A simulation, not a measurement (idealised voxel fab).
Process module name: voxel spacer lines
In the cross-section labelled cut, the width is 230 nm and each square cell is 5 nm.
Cross-section layout: square cells on a grid; listed as bands, top to bottom; a band spans one or more cell rows.
A band entry consists of two parts. The first gives the height of the band's top and the height of its bottom, in nm. The rest lists the band's materials from left to right, each with its width in nm. A single material labelled with the word "everywhere" fills the band from edge to edge, and the word "air" marks empty space.
We count height from 0. Below that, the starting wafer is all one material. The lowest band never ends at the bottom but goes on down; see "0 nm and below" for how that is written.
Read "30->40" as a graded width: first number on top, second number at the bottom, same change between each pair of neighbouring rows.
For the purposes of this document, the phrase "changes: none" attached to a step denotes that no cell within the cross-section was modified by that step.
Any empty space of 8 cells or more lacking an open way to the top shows up in "Fully sealed cavities" as width x height at distance, distance from the left edge, in nm.
Note: text after step settings on the step line = simulator remark on that step.
overlay nm, on a step with a mask: how far to the right of its planned place the mask lay; to the left if negative
Here's what the planned process steps look like
| 1 | RECEIVE [material Si] |
| 2 | CONFORMAL_DEP [material Al2O3] [thk nm 5] |
| 3 | DIRECTIONAL_DEP [material SiN] [thk nm 20] |
| 4 | DIRECTIONAL_DEP [material aC] [thk nm 20] |
| 5 | PATTERN [tone cover] [mask id MANDREL] [material resist] [width nm 15] [pitch nm 50] [thk nm 25] [overlay nm 0] |
| 6 | DIRECTIONAL_ETCH [etch materials aC] [depth nm 20] |
| 7 | STRIP [etch materials resist] |
| 8 | CONFORMAL_DEP [material SiO2] [thk nm 10] |
| 9 | DIRECTIONAL_ETCH [etch materials SiO2] [depth nm 5] |
| 10 | STRIP [etch materials aC] |
| 11 | DIRECTIONAL_ETCH [etch materials SiN] [depth nm 20] |
| 12 | STRIP [etch materials SiO2] |
| 13 | FILL_DEP [material lowk] [thk nm 10] |
| 14 | CMP [height nm 25] |
Same starting wafers, different depth nm at step 9. Plan value belongs to the first wafer.
Here's the first of the wafers in cross-section, just as we got it, i.e. after step 1
0 nm and below = Si everywhere
Fully sealed cavities: none
Quick key for the table: a row per wafer, taken at the end of the module. For each material it tells you how many cells the wafer gained (+) or lost (-) since it came in, and the closed voids come after
depth nm 5, +46 Al2O3, +184 SiN, Fully sealed cavities: none
depth nm 10, +46 Al2O3, +48 SiN, +136 lowk, Fully sealed cavities: none
depth nm 15, +46 Al2O3, +48 SiN, +136 lowk, Fully sealed cavities: none
depth nm 20, +46 Al2O3, +48 SiN, +136 lowk, Fully sealed cavities: none
depth nm 25, +46 Al2O3, +48 SiN, +136 lowk, Fully sealed cavities: none
